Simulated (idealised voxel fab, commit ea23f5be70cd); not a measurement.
The document below concerns the process module designated voxel self aligned vias.
Cross-sectional view cut (width: 140 nm; square cell size: 5 nm).
When this document writes out a cross-section, it uses a grid of square cells and lists it as bands, beginning at the top and moving down, with a band standing for one or more rows of cells.
Heads up on the band format: heights come first, top then bottom, in nm. After that it's the materials left to right, each with its width in nm. A single material flagged "throughout" fills the whole band edge to edge, and "air" means there's empty space there.
Beneath 0, the wafer as received is one material, and that level is where height counting begins. The lowest band goes on downward without a bottom; it is written like "from 0 down".
When a width is written as two numbers, as in "30..40", the first number is the width in the top row of cells of the band and the second is the width in its bottom row, and the width changes by the same amount from each row to the next.
"nothing altered", as given for a step, is the statement that not any cell of the cross-section underwent a change during that step.
Enclosed voids (no open way to top), threshold 8 cells or more, entry "Enclosed void list", notation width x height at distance, distance from left edge, nm.
What comes after the settings on a step's line is commentary from the simulator itself on that step.
If you see "overlay nm" on a step's line and that step has a mask, it's telling you how far right of where it was planned the mask ended up; a negative number means it went left instead.
The steps planned for the process are as follows:
1,RECEIVE: material Si
2,CONFORMAL_DEP: material SiO2, thk nm 15
3,CONFORMAL_DEP: material SiCN, thk nm 5
4,DIRECTIONAL_DEP: material SiO2, thk nm 20
5,MASKED_ETCH: tone open, mask id LINES, width nm 25, pitch nm 50, etch materials SiO2, depth nm 20, overlay nm 0
6,CONFORMAL_DEP: material TiN, thk nm 5
7,FILL_DEP: material W, thk nm 10
8,CMP: height nm 40
9,SELECTIVE_ETCH: etch materials W Ru TiN, depth nm 10
10,FILL_DEP: material SiN, thk nm 5
11,CMP: height nm 40
12,DIRECTIONAL_DEP: material SiO2, thk nm 15
13,PATTERN: tone open, mask id VIAS, material resist, width nm 35, thk nm 20, overlay nm 0
14,DIRECTIONAL_ETCH: etch materials SiO2, depth nm 15
15,DIRECTIONAL_ETCH: etch materials SiN, depth nm 10
16,STRIP: etch materials resist
17,CONFORMAL_DEP: material TiN, thk nm 5
18,FILL_DEP: material Cu, thk nm 10
19,CMP: height nm 55
20,CONFORMAL_DEP: material SiN, thk nm 5
Cross-sectional view of the wafer in its as-received condition, corresponding to the state after step 1:
  from 0 down  Si throughout
  Enclosed void list: none
First of two wafers, end-of-module section, run followed plan:
  from 60 to 55  SiN throughout
  from 55 to 45  SiO2=25 / TiN=5 / Cu=25 / TiN=5 / SiO2=80
  from 45 to 40  SiO2=25 / TiN=10 / Cu=15 / TiN=10 / SiO2=80
  from 40 to 35  SiO2=30 / TiN=5 / Cu=15 / TiN=5 / SiO2=25 / SiN=25 / SiO2=35
  from 35 to 30  SiO2=30 / TiN=25 / SiO2=25 / SiN=25 / SiO2=35
  from 30 to 25  SiO2=30 / TiN=5 / W=15 / TiN=5 / SiO2=25 / TiN=5 / W=15 / TiN=5 / SiO2=35
  from 25 to 20  SiO2=30 / TiN=25 / SiO2=25 / TiN=25 / SiO2=35
  from 20 to 15  SiCN throughout
  from 15 to 0  SiO2 throughout
  from 0 down  Si throughout
  Enclosed void list: none
End of module, second wafer, cross-section. Started like the first, planned like the first, run with one mistake:
  from 60 to 55  SiN throughout
  from 55 to 45  SiO2=25 / TiN=5 / Cu=25 / TiN=5 / SiO2=80
  from 45 to 40  SiO2=25 / TiN=35 / SiO2=80
  from 40 to 30  SiN=25 / TiN=5 / SiO2=25 / TiN=5 / SiN=20 / SiO2=25 / SiN=35
  from 30 to 25  W=25 / TiN=5 / SiO2=25 / TiN=5 / W=15 / TiN=5 / SiO2=25 / TiN=5 / W=30
  from 25 to 20  TiN=30 / SiO2=25 / TiN=25 / SiO2=25 / TiN=35
  from 20 to 15  SiCN throughout
  from 15 to 0  SiO2 throughout
  from 0 down  Si throughout
  Enclosed void list: none
Where did the run depart from the plan? so step 5 ended up running with a different setting than we planned, it ran as MASKED_ETCH: tone cover, mask id LINES, width nm 25, pitch nm 50, etch materials SiO2, depth nm 20, overlay nm 0
End check, counted in cells, second wafer has more or fewer of these materials than the first: 6 fewer of Cu, 22 more of SiN, 32 fewer of SiO2, 8 more of TiN, 8 more of W
